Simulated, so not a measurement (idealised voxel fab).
You're looking at the process module voxel air gaps.
The width of the displayed cross-section, cut, is 265 nm; its cells are square, with a size of 5 nm.
Cross-section, as written here: a square-cell grid given band by band from the top down, where a band holds one or more rows of cells.
A band entry consists of two parts. The first gives the height of the band's top and the height of its bottom, in nm. The rest lists the band's materials from left to right, each with its width in nm. A single material labelled with the word "all across" fills the band from edge to edge, and the word "empty" marks empty space.
Height reference: 0 = level under which incoming wafer is all one material. Lowest band: no bottom, runs on downward, e.g. "top 0, no bottom".
The width entry "30 to 40" should be interpreted row by row: the top row of cells in the band takes the first number, the bottom row takes the second number, and the change between adjacent rows is uniform throughout.
"no alterations made" means the step left every cell of the cross-section as it was.
You'll see "Closed empty spaces" listing empty spaces that have no way open to the top, as long as they're 8 cells or more; the notation is width x height at distance, where the distance is from the left edge, and all of it is in nm.
Where a step's line continues beyond its settings, the continuation is a remark by the simulator itself on that step.
overlay nm, on a step with a mask: how far to the right of its planned place the mask lay; to the left if negative
Reading guide: pairs of cross-sections, before and after one process step; after view cut off at lowest changed band; step and settings listed under each pair. Pairs may stem from different runs of this module on the same starting wafer; continuity with the pair above only where the "Pre-process" entry states it.

## Pre-process
top 55, bottom 45  empty 35 nm, then Ru 200 nm, then empty 30 nm
top 45, bottom 20  lowk 45 nm, then TiN 5 nm, then Ru 20 nm, then TiN 5 nm, then lowk 20 nm, then TiN 5 nm, then Ru 20 nm, then TiN 5 nm, then lowk 20 nm, then TiN 5 nm, then Ru 20 nm, then TiN 5 nm, then lowk 20 nm, then TiN 5 nm, then Ru 20 nm, then TiN 5 nm, then lowk 40 nm
top 20, bottom 15  lowk 45 nm, then TiN 30 nm, then lowk 20 nm, then TiN 30 nm, then lowk 20 nm, then TiN 30 nm, then lowk 20 nm, then TiN 30 nm, then lowk 40 nm
top 15, bottom 10  SiN all across
top 10, bottom 0  SiO2 all across
top 0, no bottom  Si all across
Closed empty spaces: none

## Post-Step Cross-Section
top 55, bottom 45  empty 35 nm, then Ru 200 nm, then empty 30 nm
top 45, bottom 20  empty 45 nm, then TiN 5 nm, then Ru 20 nm, then TiN 5 nm, then lowk 20 nm, then TiN 5 nm, then Ru 20 nm, then TiN 5 nm, then lowk 20 nm, then TiN 5 nm, then Ru 20 nm, then TiN 5 nm, then lowk 20 nm, then TiN 5 nm, then Ru 20 nm, then TiN 5 nm, then empty 40 nm
top 20, bottom 15  empty 45 nm, then TiN 30 nm, then lowk 20 nm, then TiN 30 nm, then lowk 20 nm, then TiN 30 nm, then lowk 20 nm, then TiN 30 nm, then empty 40 nm
Below 15 it's all the same as before, nothing changed down there.
Closed empty spaces: none
The before and after cross-sections above differ by one step: SELECTIVE_ETCH, etch materials lowk, depth nm 40

Pre-process: This step starts from the configuration shown after the step in the pair immediately above.

## Post-Step Cross-Section
top 60, bottom 55  empty 30 nm, then SiCN 210 nm, then empty 25 nm
top 55, bottom 45  empty 30 nm, then SiCN 5 nm, then Ru 200 nm, then SiCN 5 nm, then empty 25 nm
top 45, bottom 40  empty 30 nm, then SiCN 15 nm, then TiN 5 nm, then Ru 20 nm, then TiN 5 nm, then lowk 20 nm, then TiN 5 nm, then Ru 20 nm, then TiN 5 nm, then lowk 20 nm, then TiN 5 nm, then Ru 20 nm, then TiN 5 nm, then lowk 20 nm, then TiN 5 nm, then Ru 20 nm, then TiN 5 nm, then SiCN 15 nm, then empty 25 nm
top 40, bottom 20  empty 40 nm, then SiCN 5 nm, then TiN 5 nm, then Ru 20 nm, then TiN 5 nm, then lowk 20 nm, then TiN 5 nm, then Ru 20 nm, then TiN 5 nm, then lowk 20 nm, then TiN 5 nm, then Ru 20 nm, then TiN 5 nm, then lowk 20 nm, then TiN 5 nm, then Ru 20 nm, then TiN 5 nm, then SiCN 5 nm, then empty 35 nm
top 20, bottom 15  SiCN 45 nm, then TiN 30 nm, then lowk 20 nm, then TiN 30 nm, then lowk 20 nm, then TiN 30 nm, then lowk 20 nm, then TiN 30 nm, then SiCN 40 nm
Below 15 it's all the same as before, nothing changed down there.
Closed empty spaces: none
The before and after cross-sections above differ by one step: CONFORMAL_DEP, material SiCN, thk nm 5

## Pre-process
top 45, bottom 15  lowk all across
top 15, bottom 10  SiN all across
top 10, bottom 0  SiO2 all across
top 0, no bottom  Si all across
Closed empty spaces: none

## Post-Step Cross-Section
top 60, bottom 45  resist 35 nm, then empty 25 nm, then resist 25 nm, then empty 25 nm, then resist 25 nm, then empty 25 nm, then resist 25 nm, then empty 25 nm, then resist 55 nm
Below 45 it's all the same as before, nothing changed down there.
Closed empty spaces: none
The before and after cross-sections above differ by one step: PATTERN, tone open, mask id LINES, material resist, width nm 25, pitch nm 50, thk nm 15, overlay nm -10

Pre-process: This step starts from the configuration shown after the step in the pair immediately above.

## Post-Step Cross-Section
top 60, bottom 45  resist 35 nm, then empty 25 nm, then resist 25 nm, then empty 25 nm, then resist 25 nm, then empty 25 nm, then resist 25 nm, then empty 25 nm, then resist 55 nm
top 45, bottom 15  lowk 35 nm, then empty 25 nm, then lowk 25 nm, then empty 25 nm, then lowk 25 nm, then empty 25 nm, then lowk 25 nm, then empty 25 nm, then lowk 55 nm
Below 15 it's all the same as before, nothing changed down there.
Closed empty spaces: none
The before and after cross-sections above differ by one step: DIRECTIONAL_ETCH, etch materials lowk, depth nm 30

Pre-process: This step starts from the configuration shown after the step in the pair immediately above.

## Post-Step Cross-Section
top 45, bottom 15  lowk 35 nm, then empty 25 nm, then lowk 25 nm, then empty 25 nm, then lowk 25 nm, then empty 25 nm, then lowk 25 nm, then empty 25 nm, then lowk 55 nm
Below 15 it's all the same as before, nothing changed down there.
Closed empty spaces: none
The before and after cross-sections above differ by one step: STRIP, etch materials resist

Pre-process: This step starts from the configuration shown after the step in the pair immediately above.

## Post-Step Cross-Section
top 50, bottom 45  TiN 40 nm, then empty 15 nm, then TiN 35 nm, then empty 15 nm, then TiN 35 nm, then empty 15 nm, then TiN 35 nm, then empty 15 nm, then TiN 60 nm
top 45, bottom 20  lowk 35 nm, then TiN 5 nm, then empty 15 nm, then TiN 5 nm, then lowk 25 nm, then TiN 5 nm, then empty 15 nm, then TiN 5 nm, then lowk 25 nm, then TiN 5 nm, then empty 15 nm, then TiN 5 nm, then lowk 25 nm, then TiN 5 nm, then empty 15 nm, then TiN 5 nm, then lowk 55 nm
top 20, bottom 15  lowk 35 nm, then TiN 25 nm, then lowk 25 nm, then TiN 25 nm, then lowk 25 nm, then TiN 25 nm, then lowk 25 nm, then TiN 25 nm, then lowk 55 nm
Below 15 it's all the same as before, nothing changed down there.
Closed empty spaces: none
The before and after cross-sections above differ by one step: CONFORMAL_DEP, material TiN, thk nm 5

Pre-process: This step starts from the configuration shown after the step in the pair immediately above.

## Post-Step Cross-Section
top 60, bottom 50  Ru all across
top 50, bottom 45  TiN 40 nm, then Ru 15 nm, then TiN 35 nm, then Ru 15 nm, then TiN 35 nm, then Ru 15 nm, then TiN 35 nm, then Ru 15 nm, then TiN 60 nm
top 45, bottom 20  lowk 35 nm, then TiN 5 nm, then Ru 15 nm, then TiN 5 nm, then lowk 25 nm, then TiN 5 nm, then Ru 15 nm, then TiN 5 nm, then lowk 25 nm, then TiN 5 nm, then Ru 15 nm, then TiN 5 nm, then lowk 25 nm, then TiN 5 nm, then Ru 15 nm, then TiN 5 nm, then lowk 55 nm
Below 20 it's all the same as before, nothing changed down there.
Closed empty spaces: none
The before and after cross-sections above differ by one step: FILL_DEP, material Ru, thk nm 10

Pre-process: This step starts from the configuration shown after the step in the pair immediately above.

## Post-Step Cross-Section
top 45, bottom 20  lowk 35 nm, then TiN 5 nm, then Ru 15 nm, then TiN 5 nm, then lowk 25 nm, then TiN 5 nm, then Ru 15 nm, then TiN 5 nm, then lowk 25 nm, then TiN 5 nm, then Ru 15 nm, then TiN 5 nm, then lowk 25 nm, then TiN 5 nm, then Ru 15 nm, then TiN 5 nm, then lowk 55 nm
Below 20 it's all the same as before, nothing changed down there.
Closed empty spaces: none
The before and after cross-sections above differ by one step: CMP, height nm 45

Pre-process: This step starts from the configuration shown after the step in the pair immediately above.

## Post-Step Cross-Section
top 55, bottom 45  empty 25 nm, then Ru 45 nm, then empty 5 nm, then Ru 45 nm, then empty 5 nm, then Ru 45 nm, then empty 5 nm, then Ru 45 nm, then empty 45 nm
Below 45 it's all the same as before, nothing changed down there.
Closed empty spaces: none
The before and after cross-sections above differ by one step: EPI, material Ru, thk nm 10

Pre-process: This step starts from the configuration shown after the step in the pair immediately above.

## Post-Step Cross-Section
top 55, bottom 45  empty 25 nm, then Ru 45 nm, then empty 5 nm, then Ru 45 nm, then empty 5 nm, then Ru 45 nm, then empty 5 nm, then Ru 45 nm, then empty 45 nm
top 45, bottom 20  empty 35 nm, then TiN 5 nm, then Ru 15 nm, then TiN 5 nm, then empty 25 nm, then TiN 5 nm, then Ru 15 nm, then TiN 5 nm, then empty 25 nm, then TiN 5 nm, then Ru 15 nm, then TiN 5 nm, then empty 25 nm, then TiN 5 nm, then Ru 15 nm, then TiN 5 nm, then empty 55 nm
top 20, bottom 15  empty 35 nm, then TiN 25 nm, then empty 25 nm, then TiN 25 nm, then empty 25 nm, then TiN 25 nm, then empty 25 nm, then TiN 25 nm, then empty 55 nm
Below 15 it's all the same as before, nothing changed down there.
Closed empty spaces: none
The before and after cross-sections above differ by one step: SELECTIVE_ETCH, etch materials lowk, depth nm 40

Pre-process: This step starts from the configuration shown after the step in the pair immediately above.

## Post-Step Cross-Section
top 60, bottom 55  empty 20 nm, then SiCN 205 nm, then empty 40 nm
top 55, bottom 45  empty 20 nm, then SiCN 5 nm, then Ru 45 nm, then SiCN 5 nm, then Ru 45 nm, then SiCN 5 nm, then Ru 45 nm, then SiCN 5 nm, then Ru 45 nm, then SiCN 5 nm, then empty 40 nm
top 45, bottom 40  empty 20 nm, then SiCN 15 nm, then TiN 5 nm, then Ru 15 nm, then TiN 5 nm, then SiCN 25 nm, then TiN 5 nm, then Ru 15 nm, then TiN 5 nm, then SiCN 25 nm, then TiN 5 nm, then Ru 15 nm, then TiN 5 nm, then SiCN 25 nm, then TiN 5 nm, then Ru 15 nm, then TiN 5 nm, then SiCN 15 nm, then empty 40 nm
top 40, bottom 20  empty 30 nm, then SiCN 5 nm, then TiN 5 nm, then Ru 15 nm, then TiN 5 nm, then SiCN 5 nm, then empty 15 nm, then SiCN 5 nm, then TiN 5 nm, then Ru 15 nm, then TiN 5 nm, then SiCN 5 nm, then empty 15 nm, then SiCN 5 nm, then TiN 5 nm, then Ru 15 nm, then TiN 5 nm, then SiCN 5 nm, then empty 15 nm, then SiCN 5 nm, then TiN 5 nm, then Ru 15 nm, then TiN 5 nm, then SiCN 5 nm, then empty 50 nm
top 20, bottom 15  SiCN 35 nm, then TiN 25 nm, then SiCN 25 nm, then TiN 25 nm, then SiCN 25 nm, then TiN 25 nm, then SiCN 25 nm, then TiN 25 nm, then SiCN 55 nm
Below 15 it's all the same as before, nothing changed down there.
Closed empty spaces: 15 x 20 at 65; 15 x 20 at 115; 15 x 20 at 165
The before and after cross-sections above differ by one step: CONFORMAL_DEP, material SiCN, thk nm 5

## Pre-process
top 15, bottom 10  SiN all across
top 10, bottom 0  SiO2 all across
top 0, no bottom  Si all across
Closed empty spaces: none

## Post-Step Cross-Section
top 45, bottom 15  SiCN all across
Below 15 it's all the same as before, nothing changed down there.
Closed empty spaces: none
The before and after cross-sections above differ by one step: DIRECTIONAL_DEP, material SiCN, thk nm 30

Pre-process: This step starts from the configuration shown after the step in the pair immediately above.

## Post-Step Cross-Section
top 60, bottom 45  resist 45 nm, then empty 25 nm, then resist 25 nm, then empty 25 nm, then resist 25 nm, then empty 25 nm, then resist 25 nm, then empty 25 nm, then resist 45 nm
Below 45 it's all the same as before, nothing changed down there.
Closed empty spaces: none
The before and after cross-sections above differ by one step: PATTERN, tone open, mask id LINES, material resist, width nm 25, pitch nm 50, thk nm 15, overlay nm 0

Pre-process: This step starts from the configuration shown after the step in the pair immediately above.

## Post-Step Cross-Section
top 45, bottom 15  SiCN all across
Below 15 it's all the same as before, nothing changed down there.
Closed empty spaces: none
The before and after cross-sections above differ by one step: STRIP, etch materials resist

Pre-process: This step starts from the configuration shown after the step in the pair immediately above.

## Post-Step Cross-Section
top 50, bottom 45  TiN all across
Below 45 it's all the same as before, nothing changed down there.
Closed empty spaces: none
The before and after cross-sections above differ by one step: CONFORMAL_DEP, material TiN, thk nm 5

Pre-process: This step starts from the configuration shown after the step in the pair immediately above.

## Post-Step Cross-Section
top 60, bottom 50  Ru all across
Below 50 it's all the same as before, nothing changed down there.
Closed empty spaces: none
The before and after cross-sections above differ by one step: FILL_DEP, material Ru, thk nm 10

Pre-process: This step starts from the configuration shown after the step in the pair immediately above.

## Post-Step Cross-Section
top 45, bottom 15  SiCN all across
Below 15 it's all the same as before, nothing changed down there.
Closed empty spaces: none
The before and after cross-sections above differ by one step: CMP, height nm 45

Pre-process: This step starts from the configuration shown after the step in the pair immediately above.

## Post-Step Cross-Section
top 50, bottom 15  SiCN all across
Below 15 it's all the same as before, nothing changed down there.
Closed empty spaces: none
The before and after cross-sections above differ by one step: CONFORMAL_DEP, material SiCN, thk nm 5

## Pre-process
top 45, bottom 15  lowk all across
top 15, bottom 10  SiN all across
top 10, bottom 0  SiO2 all across
top 0, no bottom  Si all across
Closed empty spaces: none

## Post-Step Cross-Section
top 60, bottom 45  empty 45 nm, then resist 25 nm, then empty 25 nm, then resist 25 nm, then empty 25 nm, then resist 25 nm, then empty 25 nm, then resist 25 nm, then empty 45 nm
Below 45 it's all the same as before, nothing changed down there.
Closed empty spaces: none
The before and after cross-sections above differ by one step: PATTERN, tone cover, mask id LINES, material resist, width nm 25, pitch nm 50, thk nm 15, overlay nm 0

Pre-process: This step starts from the configuration shown after the step in the pair immediately above.

## Post-Step Cross-Section
top 60, bottom 45  empty 45 nm, then resist 25 nm, then empty 25 nm, then resist 25 nm, then empty 25 nm, then resist 25 nm, then empty 25 nm, then resist 25 nm, then empty 45 nm
top 45, bottom 15  empty 45 nm, then lowk 25 nm, then empty 25 nm, then lowk 25 nm, then empty 25 nm, then lowk 25 nm, then empty 25 nm, then lowk 25 nm, then empty 45 nm
Below 15 it's all the same as before, nothing changed down there.
Closed empty spaces: none
The before and after cross-sections above differ by one step: DIRECTIONAL_ETCH, etch materials lowk, depth nm 30

Pre-process: This step starts from the configuration shown after the step in the pair immediately above.

## Post-Step Cross-Section
top 45, bottom 15  empty 45 nm, then lowk 25 nm, then empty 25 nm, then lowk 25 nm, then empty 25 nm, then lowk 25 nm, then empty 25 nm, then lowk 25 nm, then empty 45 nm
Below 15 it's all the same as before, nothing changed down there.
Closed empty spaces: none
The before and after cross-sections above differ by one step: STRIP, etch materials resist

Pre-process: This step starts from the configuration shown after the step in the pair immediately above.

## Post-Step Cross-Section
top 50, bottom 45  empty 40 nm, then TiN 35 nm, then empty 15 nm, then TiN 35 nm, then empty 15 nm, then TiN 35 nm, then empty 15 nm, then TiN 35 nm, then empty 40 nm
top 45, bottom 20  empty 40 nm, then TiN 5 nm, then lowk 25 nm, then TiN 5 nm, then empty 15 nm, then TiN 5 nm, then lowk 25 nm, then TiN 5 nm, then empty 15 nm, then TiN 5 nm, then lowk 25 nm, then TiN 5 nm, then empty 15 nm, then TiN 5 nm, then lowk 25 nm, then TiN 5 nm, then empty 40 nm
top 20, bottom 15  TiN 45 nm, then lowk 25 nm, then TiN 25 nm, then lowk 25 nm, then TiN 25 nm, then lowk 25 nm, then TiN 25 nm, then lowk 25 nm, then TiN 45 nm
Below 15 it's all the same as before, nothing changed down there.
Closed empty spaces: none
The before and after cross-sections above differ by one step: CONFORMAL_DEP, material TiN, thk nm 5

Pre-process: This step starts from the configuration shown after the step in the pair immediately above.

## Post-Step Cross-Section
top 60, bottom 50  Ru all across
top 50, bottom 45  Ru 40 nm, then TiN 35 nm, then Ru 15 nm, then TiN 35 nm, then Ru 15 nm, then TiN 35 nm, then Ru 15 nm, then TiN 35 nm, then Ru 40 nm
top 45, bottom 20  Ru 40 nm, then TiN 5 nm, then lowk 25 nm, then TiN 5 nm, then Ru 15 nm, then TiN 5 nm, then lowk 25 nm, then TiN 5 nm, then Ru 15 nm, then TiN 5 nm, then lowk 25 nm, then TiN 5 nm, then Ru 15 nm, then TiN 5 nm, then lowk 25 nm, then TiN 5 nm, then Ru 40 nm
Below 20 it's all the same as before, nothing changed down there.
Closed empty spaces: none
The before and after cross-sections above differ by one step: FILL_DEP, material Ru, thk nm 10

Pre-process: This step starts from the configuration shown after the step in the pair immediately above.

## Post-Step Cross-Section
top 45, bottom 20  Ru 40 nm, then TiN 5 nm, then lowk 25 nm, then TiN 5 nm, then Ru 15 nm, then TiN 5 nm, then lowk 25 nm, then TiN 5 nm, then Ru 15 nm, then TiN 5 nm, then lowk 25 nm, then TiN 5 nm, then Ru 15 nm, then TiN 5 nm, then lowk 25 nm, then TiN 5 nm, then Ru 40 nm
Below 20 it's all the same as before, nothing changed down there.
Closed empty spaces: none
The before and after cross-sections above differ by one step: CMP, height nm 45

Pre-process: This step starts from the configuration shown after the step in the pair immediately above.

## Post-Step Cross-Section
top 55, bottom 45  Ru 55 nm, then empty 5 nm, then Ru 45 nm, then empty 5 nm, then Ru 45 nm, then empty 5 nm, then Ru 45 nm, then empty 5 nm, then Ru 55 nm
Below 45 it's all the same as before, nothing changed down there.
Closed empty spaces: none
The before and after cross-sections above differ by one step: EPI, material Ru, thk nm 10

Pre-process: This step starts from the configuration shown after the step in the pair immediately above.

## Post-Step Cross-Section
top 55, bottom 45  Ru 55 nm, then empty 5 nm, then Ru 45 nm, then empty 5 nm, then Ru 45 nm, then empty 5 nm, then Ru 45 nm, then empty 5 nm, then Ru 55 nm
top 45, bottom 20  Ru 40 nm, then TiN 5 nm, then empty 25 nm, then TiN 5 nm, then Ru 15 nm, then TiN 5 nm, then empty 25 nm, then TiN 5 nm, then Ru 15 nm, then TiN 5 nm, then empty 25 nm, then TiN 5 nm, then Ru 15 nm, then TiN 5 nm, then empty 25 nm, then TiN 5 nm, then Ru 40 nm
top 20, bottom 15  TiN 45 nm, then empty 25 nm, then TiN 25 nm, then empty 25 nm, then TiN 25 nm, then empty 25 nm, then TiN 25 nm, then empty 25 nm, then TiN 45 nm
Below 15 it's all the same as before, nothing changed down there.
Closed empty spaces: none
The before and after cross-sections above differ by one step: SELECTIVE_ETCH, etch materials lowk, depth nm 40

Pre-process: This step starts from the configuration shown after the step in the pair immediately above.

## Post-Step Cross-Section
top 60, bottom 55  SiCN all across
top 55, bottom 45  Ru 55 nm, then SiCN 5 nm, then Ru 45 nm, then SiCN 5 nm, then Ru 45 nm, then SiCN 5 nm, then Ru 45 nm, then SiCN 5 nm, then Ru 55 nm
top 45, bottom 40  Ru 40 nm, then TiN 5 nm, then SiCN 25 nm, then TiN 5 nm, then Ru 15 nm, then TiN 5 nm, then SiCN 25 nm, then TiN 5 nm, then Ru 15 nm, then TiN 5 nm, then SiCN 25 nm, then TiN 5 nm, then Ru 15 nm, then TiN 5 nm, then SiCN 25 nm, then TiN 5 nm, then Ru 40 nm
top 40, bottom 20  Ru 40 nm, then TiN 5 nm, then SiCN 5 nm, then empty 15 nm, then SiCN 5 nm, then TiN 5 nm, then Ru 15 nm, then TiN 5 nm, then SiCN 5 nm, then empty 15 nm, then SiCN 5 nm, then TiN 5 nm, then Ru 15 nm, then TiN 5 nm, then SiCN 5 nm, then empty 15 nm, then SiCN 5 nm, then TiN 5 nm, then Ru 15 nm, then TiN 5 nm, then SiCN 5 nm, then empty 15 nm, then SiCN 5 nm, then TiN 5 nm, then Ru 40 nm
top 20, bottom 15  TiN 45 nm, then SiCN 25 nm, then TiN 25 nm, then SiCN 25 nm, then TiN 25 nm, then SiCN 25 nm, then TiN 25 nm, then SiCN 25 nm, then TiN 45 nm
Below 15 it's all the same as before, nothing changed down there.
Closed empty spaces: 15 x 20 at 50; 15 x 20 at 100; 15 x 20 at 150; 15 x 20 at 200
The before and after cross-sections above differ by one step: CONFORMAL_DEP, material SiCN, thk nm 5
